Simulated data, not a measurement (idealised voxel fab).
process module | voxel transistor to metal
cross-section cut | 275 nm wide | cells 5 nm
A cross-section is a grid of square cells, given in bands from the top down. A band is one or more rows of cells.
Each band's line starts with the height of the band's top and of its bottom, in nm. Then come its materials from left to right, each with its width in nm. One material with "throughout" fills the band from edge to edge. "air" is empty space.
Height 0 is the level under which the wafer as received is all one material. The lowest band goes on downwards, as in "0 down".
A width such as "30 to 40" changes by the same amount from each row of cells to the next, from the band's top row to its bottom row.
"no change" after a step means that no cell of the cross-section changed.
closed voids: empty space of 8 cells or more with no open way to the top, each as width x height at its distance from the left edge, in nm
after a step's settings: what the simulator itself notes on the step
overlay nm, on a step with a mask: how far to the right of its planned place the mask lay; to the left if negative
plan
1 op RECEIVE | material Si
2 op CONFORMAL_DEP | material SiO2 | thk nm 5
3 op CONFORMAL_DEP | material SiN | thk nm 10
4 op DIRECTIONAL_DEP | material aC | thk nm 10
5 op PATTERN | tone cover | mask id ACTIVE | material resist | width nm 105 | pitch nm 125 | thk nm 30 | overlay nm 0
6 op DIRECTIONAL_ETCH | etch materials aC | depth nm 10
7 op STRIP | etch materials resist
8 op DIRECTIONAL_ETCH | etch materials SiN | depth nm 10
9 op DIRECTIONAL_ETCH | etch materials SiO2 | depth nm 5
10 op DIRECTIONAL_ETCH | etch materials Si | depth nm 20
11 op STRIP | etch materials aC
12 op OXIDIZE | depth nm 5
13 op FILL_DEP | material SiO2 | thk nm 15
14 op CMP | height nm 15
15 op SELECTIVE_ETCH | etch materials SiO2 | depth nm 10
16 op STRIP | etch materials SiN
17 op SELECTIVE_ETCH | etch materials SiO2 | depth nm 5
18 op OXIDIZE | depth nm 5
19 op DIRECTIONAL_DEP | material polySi | thk nm 25
20 op DIRECTIONAL_DEP | material SiCN | thk nm 15
21 op PATTERN | tone cover | mask id GATE | material resist | width nm 25 | pitch nm 125 | thk nm 15 | overlay nm 0
22 op DIRECTIONAL_ETCH | etch materials SiCN | depth nm 25
23 op DIRECTIONAL_ETCH | etch materials polySi | depth nm 35
24 op STRIP | etch materials resist
25 op CONFORMAL_DEP | material SiO2 | thk nm 5
26 op DIRECTIONAL_ETCH | etch materials SiO2 | depth nm 5
27 op CONFORMAL_DEP | material SiN | thk nm 10
28 op DIRECTIONAL_ETCH | etch materials SiN | depth nm 10
29 op DIRECTIONAL_ETCH | etch materials SiO2 | depth nm 5
30 op EPI | material SiGe | thk nm 5
31 op FILL_DEP | material SiO2 | thk nm 10
32 op CMP | height nm 25
33 op STRIP | etch materials polySi
34 op SELECTIVE_ETCH | etch materials SiO2 | depth nm 5
35 op CONFORMAL_DEP | material HfO2 | thk nm 5
36 op CONFORMAL_DEP | material TiN | thk nm 5
37 op FILL_DEP | material W | thk nm 5
38 op CMP | height nm 20
39 op DIRECTIONAL_DEP | material SiO2 | thk nm 10
40 op MASKED_ETCH | tone open | mask id CONTACT | width nm 15 | etch materials SiO2 | depth nm 30 | overlay nm 0
41 op CONFORMAL_DEP | material TiN | thk nm 5
42 op FILL_DEP | material Ru | thk nm 5
43 op CMP | height nm 30
44 op DIRECTIONAL_DEP | material TiN | thk nm 5
45 op DIRECTIONAL_DEP | material Ru | thk nm 25
46 op PATTERN | tone cover | mask id METAL_1 | material resist | width nm 15 | thk nm 20 | overlay nm 0
47 op DIRECTIONAL_ETCH | etch materials Ru | depth nm 25
48 op DIRECTIONAL_ETCH | etch materials TiN | depth nm 5
49 op STRIP | etch materials resist
50 op FILL_DEP | material lowk | thk nm 5
51 op CMP | height nm 60
52 op CONFORMAL_DEP | material SiN | thk nm 5
first wafer, as planned
as received, after step 1
  0 down: Si throughout
  closed voids: none
after step 2
  5 to 0: SiO2 throughout
  below 0: unchanged
after step 3
  15 to 5: SiN throughout
  below 5: unchanged
after step 4
  25 to 15: aC throughout
  below 15: unchanged
after step 5
  55 to 25: air 20 | resist 105 | air 20 | resist 105 | air 25
  below 25: unchanged
after step 6
  45 to 25: air 20 | resist 105 | air 20 | resist 105 | air 25
  25 to 15: air 20 | aC 105 | air 20 | aC 105 | air 25
  below 15: unchanged
after step 7
  25 to 15: air 20 | aC 105 | air 20 | aC 105 | air 25
  below 15: unchanged
after step 8
  25 to 15: air 20 | aC 105 | air 20 | aC 105 | air 25
  15 to 5: air 20 | SiN 105 | air 20 | SiN 105 | air 25
  below 5: unchanged
after step 9
  25 to 15: air 20 | aC 105 | air 20 | aC 105 | air 25
  15 to 5: air 20 | SiN 105 | air 20 | SiN 105 | air 25
  5 to 0: air 20 | SiO2 105 | air 20 | SiO2 105 | air 25
  below 0: unchanged
after step 10
  25 to 15: air 20 | aC 105 | air 20 | aC 105 | air 25
  15 to 5: air 20 | SiN 105 | air 20 | SiN 105 | air 25
  5 to 0: air 20 | SiO2 105 | air 20 | SiO2 105 | air 25
  0 to -20: air 20 | Si 105 | air 20 | Si 105 | air 25
  below -20: unchanged
after step 11
  15 to 5: air 20 | SiN 105 | air 20 | SiN 105 | air 25
  below 5: unchanged
after step 12
  15 to 5: air 20 | SiN 105 | air 20 | SiN 105 | air 25
  5 to 0: air 20 | SiO2 105 | air 20 | SiO2 105 | air 25
  0 to -20: air 20 | SiO2 5 | Si 95 | SiO2 5 | air 20 | SiO2 5 | Si 95 | SiO2 5 | air 25
  -20 to -25: SiO2 25 | Si 95 | SiO2 30 | Si 95 | SiO2 30
  below -25: unchanged
after step 13
  30 to 15: SiO2 throughout
  15 to 5: SiO2 20 | SiN 105 | SiO2 20 | SiN 105 | SiO2 25
  5 to 0: SiO2 throughout
  0 to -25: SiO2 25 | Si 95 | SiO2 30 | Si 95 | SiO2 30
  below -25: unchanged
after step 14
  15 to 5: SiO2 20 | SiN 105 | SiO2 20 | SiN 105 | SiO2 25
  below 5: unchanged
after step 15
  15 to 5: air 20 | SiN 105 | air 20 | SiN 105 | air 25
  below 5: unchanged
after step 16
  5 to 0: SiO2 throughout
  below 0: unchanged
after step 17
  0 to -25: SiO2 25 | Si 95 | SiO2 30 | Si 95 | SiO2 30
  below -25: unchanged
after step 18
  0 to -5: SiO2 throughout
  below -5: unchanged
after step 19
  25 to 0: polySi throughout
  below 0: unchanged
after step 20
  40 to 25: SiCN throughout
  below 25: unchanged
after step 21
  55 to 40: air 60 | resist 25 | air 100 | resist 25 | air 65
  below 40: unchanged
after step 22
  55 to 40: air 60 | resist 25 | air 100 | resist 25 | air 65
  40 to 25: air 60 | SiCN 25 | air 100 | SiCN 25 | air 65
  below 25: unchanged
after step 23
  55 to 40: air 60 | resist 25 | air 100 | resist 25 | air 65
  40 to 25: air 60 | SiCN 25 | air 100 | SiCN 25 | air 65
  25 to 0: air 60 | polySi 25 | air 100 | polySi 25 | air 65
  below 0: unchanged
after step 24
  40 to 25: air 60 | SiCN 25 | air 100 | SiCN 25 | air 65
  below 25: unchanged
after step 25
  45 to 40: air 55 | SiO2 35 | air 90 | SiO2 35 | air 60
  40 to 25: air 55 | SiO2 5 | SiCN 25 | SiO2 5 | air 90 | SiO2 5 | SiCN 25 | SiO2 5 | air 60
  25 to 5: air 55 | SiO2 5 | polySi 25 | SiO2 5 | air 90 | SiO2 5 | polySi 25 | SiO2 5 | air 60
  5 to 0: SiO2 60 | polySi 25 | SiO2 100 | polySi 25 | SiO2 65
  below 0: unchanged
after step 26
  40 to 25: air 55 | SiO2 5 | SiCN 25 | SiO2 5 | air 90 | SiO2 5 | SiCN 25 | SiO2 5 | air 60
  25 to 0: air 55 | SiO2 5 | polySi 25 | SiO2 5 | air 90 | SiO2 5 | polySi 25 | SiO2 5 | air 60
  below 0: unchanged
after step 27
  50 to 40: air 45 | SiN 55 | air 70 | SiN 55 | air 50
  40 to 25: air 45 | SiN 10 | SiO2 5 | SiCN 25 | SiO2 5 | SiN 10 | air 70 | SiN 10 | SiO2 5 | SiCN 25 | SiO2 5 | SiN 10 | air 50
  25 to 10: air 45 | SiN 10 | SiO2 5 | polySi 25 | SiO2 5 | SiN 10 | air 70 | SiN 10 | SiO2 5 | polySi 25 | SiO2 5 | SiN 10 | air 50
  10 to 0: SiN 55 | SiO2 5 | polySi 25 | SiO2 5 | SiN 90 | SiO2 5 | polySi 25 | SiO2 5 | SiN 60
  below 0: unchanged
after step 28
  40 to 25: air 45 | SiN 10 | SiO2 5 | SiCN 25 | SiO2 5 | SiN 10 | air 70 | SiN 10 | SiO2 5 | SiCN 25 | SiO2 5 | SiN 10 | air 50
  25 to 0: air 45 | SiN 10 | SiO2 5 | polySi 25 | SiO2 5 | SiN 10 | air 70 | SiN 10 | SiO2 5 | polySi 25 | SiO2 5 | SiN 10 | air 50
  below 0: unchanged
after step 29
  40 to 35: air 45 | SiN 10 | air 5 | SiCN 25 | air 5 | SiN 10 | air 70 | SiN 10 | air 5 | SiCN 25 | air 5 | SiN 10 | air 50
  35 to 25: air 45 | SiN 10 | SiO2 5 | SiCN 25 | SiO2 5 | SiN 10 | air 70 | SiN 10 | SiO2 5 | SiCN 25 | SiO2 5 | SiN 10 | air 50
  25 to 0: air 45 | SiN 10 | SiO2 5 | polySi 25 | SiO2 5 | SiN 10 | air 70 | SiN 10 | SiO2 5 | polySi 25 | SiO2 5 | SiN 10 | air 50
  0 to -5: air 45 | SiO2 55 | air 70 | SiO2 55 | air 50
  below -5: unchanged
after step 30
  40 to 35: air 45 | SiN 10 | air 5 | SiCN 25 | air 5 | SiN 10 | air 70 | SiN 10 | air 5 | SiCN 25 | air 5 | SiN 10 | air 50
  35 to 25: air 45 | SiN 10 | SiO2 5 | SiCN 25 | SiO2 5 | SiN 10 | air 70 | SiN 10 | SiO2 5 | SiCN 25 | SiO2 5 | SiN 10 | air 50
  25 to 0: air 45 | SiN 10 | SiO2 5 | polySi 25 | SiO2 5 | SiN 10 | air 70 | SiN 10 | SiO2 5 | polySi 25 | SiO2 5 | SiN 10 | air 50
  0 to -5: air 20 | SiGe 25 | SiO2 55 | SiGe 25 | air 20 | SiGe 25 | SiO2 55 | SiGe 25 | air 25
  below -5: unchanged
after step 31
  50 to 40: SiO2 throughout
  40 to 25: SiO2 45 | SiN 10 | SiO2 5 | SiCN 25 | SiO2 5 | SiN 10 | SiO2 70 | SiN 10 | SiO2 5 | SiCN 25 | SiO2 5 | SiN 10 | SiO2 50
  25 to 0: SiO2 45 | SiN 10 | SiO2 5 | polySi 25 | SiO2 5 | SiN 10 | SiO2 70 | SiN 10 | SiO2 5 | polySi 25 | SiO2 5 | SiN 10 | SiO2 50
  0 to -5: SiO2 20 | SiGe 25 | SiO2 55 | SiGe 25 | SiO2 20 | SiGe 25 | SiO2 55 | SiGe 25 | SiO2 25
  below -5: unchanged
after step 32
  25 to 0: SiO2 45 | SiN 10 | SiO2 5 | polySi 25 | SiO2 5 | SiN 10 | SiO2 70 | SiN 10 | SiO2 5 | polySi 25 | SiO2 5 | SiN 10 | SiO2 50
  below 0: unchanged
after step 33
  25 to 0: SiO2 45 | SiN 10 | SiO2 5 | air 25 | SiO2 5 | SiN 10 | SiO2 70 | SiN 10 | SiO2 5 | air 25 | SiO2 5 | SiN 10 | SiO2 50
  below 0: unchanged
after step 34
  25 to 20: air 45 | SiN 10 | air 35 | SiN 10 | air 70 | SiN 10 | air 35 | SiN 10 | air 50
  20 to 0: SiO2 45 | SiN 10 | air 35 | SiN 10 | SiO2 70 | SiN 10 | air 35 | SiN 10 | SiO2 50
  0 to -5: SiO2 20 | SiGe 25 | SiO2 10 | air 35 | SiO2 10 | SiGe 25 | SiO2 20 | SiGe 25 | SiO2 10 | air 35 | SiO2 10 | SiGe 25 | SiO2 25
  below -5: unchanged
after step 35
  30 to 25: air 40 | HfO2 20 | air 25 | HfO2 20 | air 60 | HfO2 20 | air 25 | HfO2 20 | air 45
  25 to 20: HfO2 45 | SiN 10 | HfO2 5 | air 25 | HfO2 5 | SiN 10 | HfO2 70 | SiN 10 | HfO2 5 | air 25 | HfO2 5 | SiN 10 | HfO2 50
  20 to 0: SiO2 45 | SiN 10 | HfO2 5 | air 25 | HfO2 5 | SiN 10 | SiO2 70 | SiN 10 | HfO2 5 | air 25 | HfO2 5 | SiN 10 | SiO2 50
  0 to -5: SiO2 20 | SiGe 25 | SiO2 10 | HfO2 35 | SiO2 10 | SiGe 25 | SiO2 20 | SiGe 25 | SiO2 10 | HfO2 35 | SiO2 10 | SiGe 25 | SiO2 25
  below -5: unchanged
after step 36
  35 to 30: air 35 | TiN 30 | air 15 | TiN 30 | air 50 | TiN 30 | air 15 | TiN 30 | air 40
  30 to 25: TiN 40 | HfO2 20 | TiN 5 | air 15 | TiN 5 | HfO2 20 | TiN 60 | HfO2 20 | TiN 5 | air 15 | TiN 5 | HfO2 20 | TiN 45
  25 to 20: HfO2 45 | SiN 10 | HfO2 5 | TiN 5 | air 15 | TiN 5 | HfO2 5 | SiN 10 | HfO2 70 | SiN 10 | HfO2 5 | TiN 5 | air 15 | TiN 5 | HfO2 5 | SiN 10 | HfO2 50
  20 to 5: SiO2 45 | SiN 10 | HfO2 5 | TiN 5 | air 15 | TiN 5 | HfO2 5 | SiN 10 | SiO2 70 | SiN 10 | HfO2 5 | TiN 5 | air 15 | TiN 5 | HfO2 5 | SiN 10 | SiO2 50
  5 to 0: SiO2 45 | SiN 10 | HfO2 5 | TiN 25 | HfO2 5 | SiN 10 | SiO2 70 | SiN 10 | HfO2 5 | TiN 25 | HfO2 5 | SiN 10 | SiO2 50
  below 0: unchanged
after step 37
  40 to 35: W throughout
  35 to 30: W 35 | TiN 30 | W 15 | TiN 30 | W 50 | TiN 30 | W 15 | TiN 30 | W 40
  30 to 25: TiN 40 | HfO2 20 | TiN 5 | W 15 | TiN 5 | HfO2 20 | TiN 60 | HfO2 20 | TiN 5 | W 15 | TiN 5 | HfO2 20 | TiN 45
  25 to 20: HfO2 45 | SiN 10 | HfO2 5 | TiN 5 | W 15 | TiN 5 | HfO2 5 | SiN 10 | HfO2 70 | SiN 10 | HfO2 5 | TiN 5 | W 15 | TiN 5 | HfO2 5 | SiN 10 | HfO2 50
  20 to 5: SiO2 45 | SiN 10 | HfO2 5 | TiN 5 | W 15 | TiN 5 | HfO2 5 | SiN 10 | SiO2 70 | SiN 10 | HfO2 5 | TiN 5 | W 15 | TiN 5 | HfO2 5 | SiN 10 | SiO2 50
  below 5: unchanged
after step 38
  20 to 5: SiO2 45 | SiN 10 | HfO2 5 | TiN 5 | W 15 | TiN 5 | HfO2 5 | SiN 10 | SiO2 70 | SiN 10 | HfO2 5 | TiN 5 | W 15 | TiN 5 | HfO2 5 | SiN 10 | SiO2 50
  below 5: unchanged
after step 39
  30 to 20: SiO2 throughout
  below 20: unchanged
after step 40
  30 to 20: SiO2 25 | air 15 | SiO2 65 | air 15 | SiO2 30 | air 15 | SiO2 65 | air 15 | SiO2 30
  20 to 5: SiO2 25 | air 15 | SiO2 5 | SiN 10 | HfO2 5 | TiN 5 | W 15 | TiN 5 | HfO2 5 | SiN 10 | SiO2 5 | air 15 | SiO2 30 | air 15 | SiO2 5 | SiN 10 | HfO2 5 | TiN 5 | W 15 | TiN 5 | HfO2 5 | SiN 10 | SiO2 5 | air 15 | SiO2 30
  5 to 0: SiO2 25 | air 15 | SiO2 5 | SiN 10 | HfO2 5 | TiN 25 | HfO2 5 | SiN 10 | SiO2 5 | air 15 | SiO2 30 | air 15 | SiO2 5 | SiN 10 | HfO2 5 | TiN 25 | HfO2 5 | SiN 10 | SiO2 5 | air 15 | SiO2 30
  below 0: unchanged
after step 41
  35 to 30: TiN 30 | air 5 | TiN 75 | air 5 | TiN 40 | air 5 | TiN 75 | air 5 | TiN 35
  30 to 20: SiO2 25 | TiN 5 | air 5 | TiN 5 | SiO2 65 | TiN 5 | air 5 | TiN 5 | SiO2 30 | TiN 5 | air 5 | TiN 5 | SiO2 65 | TiN 5 | air 5 | TiN 5 | SiO2 30
  20 to 5: SiO2 25 | TiN 5 | air 5 | TiN 5 | SiO2 5 | SiN 10 | HfO2 5 | TiN 5 | W 15 | TiN 5 | HfO2 5 | SiN 10 | SiO2 5 | TiN 5 | air 5 | TiN 5 | SiO2 30 | TiN 5 | air 5 | TiN 5 | SiO2 5 | SiN 10 | HfO2 5 | TiN 5 | W 15 | TiN 5 | HfO2 5 | SiN 10 | SiO2 5 | TiN 5 | air 5 | TiN 5 | SiO2 30
  5 to 0: SiO2 25 | TiN 15 | SiO2 5 | SiN 10 | HfO2 5 | TiN 25 | HfO2 5 | SiN 10 | SiO2 5 | TiN 15 | SiO2 30 | TiN 15 | SiO2 5 | SiN 10 | HfO2 5 | TiN 25 | HfO2 5 | SiN 10 | SiO2 5 | TiN 15 | SiO2 30
  below 0: unchanged
after step 42
  40 to 35: Ru throughout
  35 to 30: TiN 30 | Ru 5 | TiN 75 | Ru 5 | TiN 40 | Ru 5 | TiN 75 | Ru 5 | TiN 35
  30 to 20: SiO2 25 | TiN 5 | Ru 5 | TiN 5 | SiO2 65 | TiN 5 | Ru 5 | TiN 5 | SiO2 30 | TiN 5 | Ru 5 | TiN 5 | SiO2 65 | TiN 5 | Ru 5 | TiN 5 | SiO2 30
  20 to 5: SiO2 25 | TiN 5 | Ru 5 | TiN 5 | SiO2 5 | SiN 10 | HfO2 5 | TiN 5 | W 15 | TiN 5 | HfO2 5 | SiN 10 | SiO2 5 | TiN 5 | Ru 5 | TiN 5 | SiO2 30 | TiN 5 | Ru 5 | TiN 5 | SiO2 5 | SiN 10 | HfO2 5 | TiN 5 | W 15 | TiN 5 | HfO2 5 | SiN 10 | SiO2 5 | TiN 5 | Ru 5 | TiN 5 | SiO2 30
  below 5: unchanged
after step 43
  30 to 20: SiO2 25 | TiN 5 | Ru 5 | TiN 5 | SiO2 65 | TiN 5 | Ru 5 | TiN 5 | SiO2 30 | TiN 5 | Ru 5 | TiN 5 | SiO2 65 | TiN 5 | Ru 5 | TiN 5 | SiO2 30
  below 20: unchanged
after step 44
  35 to 30: TiN throughout
  below 30: unchanged
after step 45
  60 to 35: Ru throughout
  below 35: unchanged
after step 46
  80 to 60: air 25 | resist 15 | air 65 | resist 15 | air 30 | resist 15 | air 65 | resist 15 | air 30
  below 60: unchanged
after step 47
  80 to 60: air 25 | resist 15 | air 65 | resist 15 | air 30 | resist 15 | air 65 | resist 15 | air 30
  60 to 35: air 25 | Ru 15 | air 65 | Ru 15 | air 30 | Ru 15 | air 65 | Ru 15 | air 30
  below 35: unchanged
after step 48
  80 to 60: air 25 | resist 15 | air 65 | resist 15 | air 30 | resist 15 | air 65 | resist 15 | air 30
  60 to 35: air 25 | Ru 15 | air 65 | Ru 15 | air 30 | Ru 15 | air 65 | Ru 15 | air 30
  35 to 30: air 25 | TiN 15 | air 65 | TiN 15 | air 30 | TiN 15 | air 65 | TiN 15 | air 30
  below 30: unchanged
after step 49
  60 to 35: air 25 | Ru 15 | air 65 | Ru 15 | air 30 | Ru 15 | air 65 | Ru 15 | air 30
  below 35: unchanged
after step 50
  65 to 60: lowk throughout
  60 to 35: lowk 25 | Ru 15 | lowk 65 | Ru 15 | lowk 30 | Ru 15 | lowk 65 | Ru 15 | lowk 30
  35 to 30: lowk 25 | TiN 15 | lowk 65 | TiN 15 | lowk 30 | TiN 15 | lowk 65 | TiN 15 | lowk 30
  below 30: unchanged
after step 51
  60 to 35: lowk 25 | Ru 15 | lowk 65 | Ru 15 | lowk 30 | Ru 15 | lowk 65 | Ru 15 | lowk 30
  below 35: unchanged
after step 52
  65 to 60: SiN throughout
  below 60: unchanged
second wafer: like start, like plan, one mistake. Through step 18 it matches the first wafer
when step 19 should have ended: no change
when step 20 should have ended
  15 to 0: SiCN throughout
  below 0: unchanged
when step 21 should have ended
  30 to 15: air 60 | resist 25 | air 100 | resist 25 | air 65
  below 15: unchanged
when step 22 should have ended
  30 to 15: air 60 | resist 25 | air 100 | resist 25 | air 65
  15 to 0: air 60 | SiCN 25 | air 100 | SiCN 25 | air 65
  below 0: unchanged
when step 23 should have ended: no change
when step 24 should have ended
  15 to 0: air 60 | SiCN 25 | air 100 | SiCN 25 | air 65
  below 0: unchanged
when step 25 should have ended
  20 to 15: air 55 | SiO2 35 | air 90 | SiO2 35 | air 60
  15 to 5: air 55 | SiO2 5 | SiCN 25 | SiO2 5 | air 90 | SiO2 5 | SiCN 25 | SiO2 5 | air 60
  5 to 0: SiO2 60 | SiCN 25 | SiO2 100 | SiCN 25 | SiO2 65
  below 0: unchanged
when step 26 should have ended
  15 to 0: air 55 | SiO2 5 | SiCN 25 | SiO2 5 | air 90 | SiO2 5 | SiCN 25 | SiO2 5 | air 60
  below 0: unchanged
when step 27 should have ended
  25 to 15: air 45 | SiN 55 | air 70 | SiN 55 | air 50
  15 to 10: air 45 | SiN 10 | SiO2 5 | SiCN 25 | SiO2 5 | SiN 10 | air 70 | SiN 10 | SiO2 5 | SiCN 25 | SiO2 5 | SiN 10 | air 50
  10 to 0: SiN 55 | SiO2 5 | SiCN 25 | SiO2 5 | SiN 90 | SiO2 5 | SiCN 25 | SiO2 5 | SiN 60
  below 0: unchanged
when step 28 should have ended
  15 to 0: air 45 | SiN 10 | SiO2 5 | SiCN 25 | SiO2 5 | SiN 10 | air 70 | SiN 10 | SiO2 5 | SiCN 25 | SiO2 5 | SiN 10 | air 50
  below 0: unchanged
when step 29 should have ended
  15 to 10: air 45 | SiN 10 | air 5 | SiCN 25 | air 5 | SiN 10 | air 70 | SiN 10 | air 5 | SiCN 25 | air 5 | SiN 10 | air 50
  10 to 0: air 45 | SiN 10 | SiO2 5 | SiCN 25 | SiO2 5 | SiN 10 | air 70 | SiN 10 | SiO2 5 | SiCN 25 | SiO2 5 | SiN 10 | air 50
  0 to -5: air 45 | SiO2 55 | air 70 | SiO2 55 | air 50
  below -5: unchanged
when step 30 should have ended
  15 to 10: air 45 | SiN 10 | air 5 | SiCN 25 | air 5 | SiN 10 | air 70 | SiN 10 | air 5 | SiCN 25 | air 5 | SiN 10 | air 50
  10 to 0: air 45 | SiN 10 | SiO2 5 | SiCN 25 | SiO2 5 | SiN 10 | air 70 | SiN 10 | SiO2 5 | SiCN 25 | SiO2 5 | SiN 10 | air 50
  0 to -5: air 20 | SiGe 25 | SiO2 55 | SiGe 25 | air 20 | SiGe 25 | SiO2 55 | SiGe 25 | air 25
  below -5: unchanged
when step 31 should have ended
  25 to 15: SiO2 throughout
  15 to 0: SiO2 45 | SiN 10 | SiO2 5 | SiCN 25 | SiO2 5 | SiN 10 | SiO2 70 | SiN 10 | SiO2 5 | SiCN 25 | SiO2 5 | SiN 10 | SiO2 50
  0 to -5: SiO2 20 | SiGe 25 | SiO2 55 | SiGe 25 | SiO2 20 | SiGe 25 | SiO2 55 | SiGe 25 | SiO2 25
  below -5: unchanged
when step 32 should have ended: no change
when step 33 should have ended: no change
when step 34 should have ended
  20 to 15: SiO2 throughout
  below 15: unchanged
when step 35 should have ended
  25 to 20: HfO2 throughout
  below 20: unchanged
when step 36 should have ended
  30 to 25: TiN throughout
  below 25: unchanged
when step 37 should have ended
  35 to 30: W throughout
  below 30: unchanged
when step 38 should have ended
  20 to 15: SiO2 throughout
  below 15: unchanged
when step 39 should have ended
  30 to 15: SiO2 throughout
  below 15: unchanged
when step 40 should have ended
  30 to 15: SiO2 25 | air 15 | SiO2 65 | air 15 | SiO2 30 | air 15 | SiO2 65 | air 15 | SiO2 30
  15 to 0: SiO2 25 | air 15 | SiO2 5 | SiN 10 | SiO2 5 | SiCN 25 | SiO2 5 | SiN 10 | SiO2 5 | air 15 | SiO2 30 | air 15 | SiO2 5 | SiN 10 | SiO2 5 | SiCN 25 | SiO2 5 | SiN 10 | SiO2 5 | air 15 | SiO2 30
  below 0: unchanged
when step 41 should have ended
  35 to 30: TiN 30 | air 5 | TiN 75 | air 5 | TiN 40 | air 5 | TiN 75 | air 5 | TiN 35
  30 to 15: SiO2 25 | TiN 5 | air 5 | TiN 5 | SiO2 65 | TiN 5 | air 5 | TiN 5 | SiO2 30 | TiN 5 | air 5 | TiN 5 | SiO2 65 | TiN 5 | air 5 | TiN 5 | SiO2 30
  15 to 5: SiO2 25 | TiN 5 | air 5 | TiN 5 | SiO2 5 | SiN 10 | SiO2 5 | SiCN 25 | SiO2 5 | SiN 10 | SiO2 5 | TiN 5 | air 5 | TiN 5 | SiO2 30 | TiN 5 | air 5 | TiN 5 | SiO2 5 | SiN 10 | SiO2 5 | SiCN 25 | SiO2 5 | SiN 10 | SiO2 5 | TiN 5 | air 5 | TiN 5 | SiO2 30
  5 to 0: SiO2 25 | TiN 15 | SiO2 5 | SiN 10 | SiO2 5 | SiCN 25 | SiO2 5 | SiN 10 | SiO2 5 | TiN 15 | SiO2 30 | TiN 15 | SiO2 5 | SiN 10 | SiO2 5 | SiCN 25 | SiO2 5 | SiN 10 | SiO2 5 | TiN 15 | SiO2 30
  below 0: unchanged
when step 42 should have ended
  40 to 35: Ru throughout
  35 to 30: TiN 30 | Ru 5 | TiN 75 | Ru 5 | TiN 40 | Ru 5 | TiN 75 | Ru 5 | TiN 35
  30 to 15: SiO2 25 | TiN 5 | Ru 5 | TiN 5 | SiO2 65 | TiN 5 | Ru 5 | TiN 5 | SiO2 30 | TiN 5 | Ru 5 | TiN 5 | SiO2 65 | TiN 5 | Ru 5 | TiN 5 | SiO2 30
  15 to 5: SiO2 25 | TiN 5 | Ru 5 | TiN 5 | SiO2 5 | SiN 10 | SiO2 5 | SiCN 25 | SiO2 5 | SiN 10 | SiO2 5 | TiN 5 | Ru 5 | TiN 5 | SiO2 30 | TiN 5 | Ru 5 | TiN 5 | SiO2 5 | SiN 10 | SiO2 5 | SiCN 25 | SiO2 5 | SiN 10 | SiO2 5 | TiN 5 | Ru 5 | TiN 5 | SiO2 30
  below 5: unchanged
when step 43 should have ended
  30 to 15: SiO2 25 | TiN 5 | Ru 5 | TiN 5 | SiO2 65 | TiN 5 | Ru 5 | TiN 5 | SiO2 30 | TiN 5 | Ru 5 | TiN 5 | SiO2 65 | TiN 5 | Ru 5 | TiN 5 | SiO2 30
  below 15: unchanged
when step 44 should have ended
  35 to 30: TiN throughout
  below 30: unchanged
when step 45 should have ended
  60 to 35: Ru throughout
  below 35: unchanged
when step 46 should have ended
  80 to 60: air 25 | resist 15 | air 65 | resist 15 | air 30 | resist 15 | air 65 | resist 15 | air 30
  below 60: unchanged
when step 47 should have ended
  80 to 60: air 25 | resist 15 | air 65 | resist 15 | air 30 | resist 15 | air 65 | resist 15 | air 30
  60 to 35: air 25 | Ru 15 | air 65 | Ru 15 | air 30 | Ru 15 | air 65 | Ru 15 | air 30
  below 35: unchanged
when step 48 should have ended
  80 to 60: air 25 | resist 15 | air 65 | resist 15 | air 30 | resist 15 | air 65 | resist 15 | air 30
  60 to 35: air 25 | Ru 15 | air 65 | Ru 15 | air 30 | Ru 15 | air 65 | Ru 15 | air 30
  35 to 30: air 25 | TiN 15 | air 65 | TiN 15 | air 30 | TiN 15 | air 65 | TiN 15 | air 30
  below 30: unchanged
when step 49 should have ended
  60 to 35: air 25 | Ru 15 | air 65 | Ru 15 | air 30 | Ru 15 | air 65 | Ru 15 | air 30
  below 35: unchanged
when step 50 should have ended
  65 to 60: lowk throughout
  60 to 35: lowk 25 | Ru 15 | lowk 65 | Ru 15 | lowk 30 | Ru 15 | lowk 65 | Ru 15 | lowk 30
  35 to 30: lowk 25 | TiN 15 | lowk 65 | TiN 15 | lowk 30 | TiN 15 | lowk 65 | TiN 15 | lowk 30
  below 30: unchanged
when step 51 should have ended
  60 to 35: lowk 25 | Ru 15 | lowk 65 | Ru 15 | lowk 30 | Ru 15 | lowk 65 | Ru 15 | lowk 30
  below 35: unchanged
when step 52 should have ended
  65 to 60: SiN throughout
  below 60: unchanged
what went wrong: step 19 was left out
at the end the second wafer has, in cells: 30 fewer of HfO2 | 30 more of SiCN | 8 fewer of SiN | 48 more of SiO2 | 22 fewer of TiN | 18 fewer of W
